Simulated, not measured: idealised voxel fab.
The document below concerns the process module designated voxel ribs on slabs.
The figure presents cross-section cut, which has a width of 200 nm and is divided into square cells with an edge length of 5 nm.
For the purposes of this document, a cross-section shall be understood as a grid of square cells, specified as bands listed in top-to-bottom order, each band consisting of one or more rows of cells. It is stipulated that each band's entry specify, in nanometres, the height of the top of the band and then that of its bottom, followed by the materials of the band in left-to-right sequence, each together with its width in nanometres. A single material marked by the word "edge to edge" is understood to fill the band from edge to edge; the word "blank" is understood to denote empty space. Convention: height 0 is the level below which the wafer, as received, is all one material. The lowest band does not terminate at the bottom but continues downward, represented as "0..down". Width: "30..40" (first number = top row, second number = bottom row, same change from row to row of cells). Reading "same as before" for a step: not a cell of the cross-section changed in it. What "Enclosed void entries" gives you is every empty space of 8 cells or more that is cut off from the top. Each appears as width x height at distance, with the distance taken from the left edge and width, height and distance all in nm. Where a step's line continues beyond its settings, the continuation is a remark by the simulator itself on that step. The setting "overlay nm" may be written on the line of a step. When the step uses a mask, the value reports how far to the right of the planned place the mask lay, and a negative value reports that it lay to the left.

## The steps planned for the process are as follows
1 RECEIVE: material Si
2 DIRECTIONAL_DEP: material SiO2, thk nm 25
3 DIRECTIONAL_DEP: material polySi, thk nm 15
4 MASKED_ETCH: tone cover, mask id RIB, width nm 20, etch materials polySi, depth nm 10, overlay nm 0
5 MASKED_ETCH: tone cover, mask id SLAB, width nm 60, etch materials polySi, depth nm 5, overlay nm 0
6 FILL_DEP: material SiO2, thk nm 20
7 CMP: height nm 55
8 DIRECTIONAL_DEP: material TiN, thk nm 5
9 PATTERN: tone cover, mask id HEATER, material resist, width nm 30, thk nm 15, overlay nm 0
10 DIRECTIONAL_ETCH: etch materials TiN, depth nm 5
11 STRIP: etch materials resist
12 CONFORMAL_DEP: material SiN, thk nm 10

## First of the two wafers, run per plan

## Shown in cross-section is the wafer as received, that is, as it stands after step 1
    0..down | Si edge to edge
    Enclosed void entries: none

## Step 2 done - wafer cross-section
    25..0 | SiO2 edge to edge
    Whatever lies below 0 is exactly as it was before.

## Step 3 done - wafer cross-section
    40..25 | polySi edge to edge
    Whatever lies below 25 is exactly as it was before.

## Step 4 done - wafer cross-section
    40..30 | 90 blank; 20 polySi; 90 blank
    Whatever lies below 30 is exactly as it was before.

## Step 5 done - wafer cross-section
    40..30 | 90 blank; 20 polySi; 90 blank
    30..25 | 70 blank; 60 polySi; 70 blank
    Whatever lies below 25 is exactly as it was before.

## Step 6 done - wafer cross-section
    60..40 | SiO2 edge to edge
    40..30 | 90 SiO2; 20 polySi; 90 SiO2
    30..25 | 70 SiO2; 60 polySi; 70 SiO2
    Whatever lies below 25 is exactly as it was before.

## Step 7 done - wafer cross-section
    55..40 | SiO2 edge to edge
    Whatever lies below 40 is exactly as it was before.

## Step 8 done - wafer cross-section
    60..55 | TiN edge to edge
    Whatever lies below 55 is exactly as it was before.

## Step 9 done - wafer cross-section
    75..60 | 85 blank; 30 resist; 85 blank
    Whatever lies below 60 is exactly as it was before.

## Step 10 done - wafer cross-section
    75..60 | 85 blank; 30 resist; 85 blank
    60..55 | 85 blank; 30 TiN; 85 blank
    Whatever lies below 55 is exactly as it was before.

## Step 11 done - wafer cross-section
    60..55 | 85 blank; 30 TiN; 85 blank
    Whatever lies below 55 is exactly as it was before.

## Step 12 done - wafer cross-section
    70..65 | 75 blank; 50 SiN; 75 blank
    65..60 | SiN edge to edge
    60..55 | 85 SiN; 30 TiN; 85 SiN
    Whatever lies below 55 is exactly as it was before.

## Wafer two: like wafer one in start and plan, but with one mistake in execution; identical up to and including step 1

## when step 2 should have ended
    50..0 | SiO2 edge to edge
    Whatever lies below 0 is exactly as it was before.

## when step 3 should have ended
    65..50 | polySi edge to edge
    Whatever lies below 50 is exactly as it was before.

## when step 4 should have ended
    65..55 | 90 blank; 20 polySi; 90 blank
    Whatever lies below 55 is exactly as it was before.

## when step 5 should have ended
    65..55 | 90 blank; 20 polySi; 90 blank
    55..50 | 70 blank; 60 polySi; 70 blank
    Whatever lies below 50 is exactly as it was before.

## when step 6 should have ended
    85..65 | SiO2 edge to edge
    65..55 | 90 SiO2; 20 polySi; 90 SiO2
    55..50 | 70 SiO2; 60 polySi; 70 SiO2
    Whatever lies below 50 is exactly as it was before.

## when step 7 should have ended
    55..50 | 70 SiO2; 60 polySi; 70 SiO2
    Whatever lies below 50 is exactly as it was before.

## when step 8 should have ended
    60..55 | TiN edge to edge
    Whatever lies below 55 is exactly as it was before.

## when step 9 should have ended
    75..60 | 85 blank; 30 resist; 85 blank
    Whatever lies below 60 is exactly as it was before.

## when step 10 should have ended
    75..60 | 85 blank; 30 resist; 85 blank
    60..55 | 85 blank; 30 TiN; 85 blank
    Whatever lies below 55 is exactly as it was before.

## when step 11 should have ended
    60..55 | 85 blank; 30 TiN; 85 blank
    Whatever lies below 55 is exactly as it was before.

## when step 12 should have ended
    70..65 | 75 blank; 50 SiN; 75 blank
    65..60 | SiN edge to edge
    60..55 | 85 SiN; 30 TiN; 85 SiN
    Whatever lies below 55 is exactly as it was before.
Diagnosis: twice, step 2 of the plan was run
In the final state, the cell counts of the second wafer exceed or fall short of those of the first for the following materials: +8 SiO2, -8 polySi
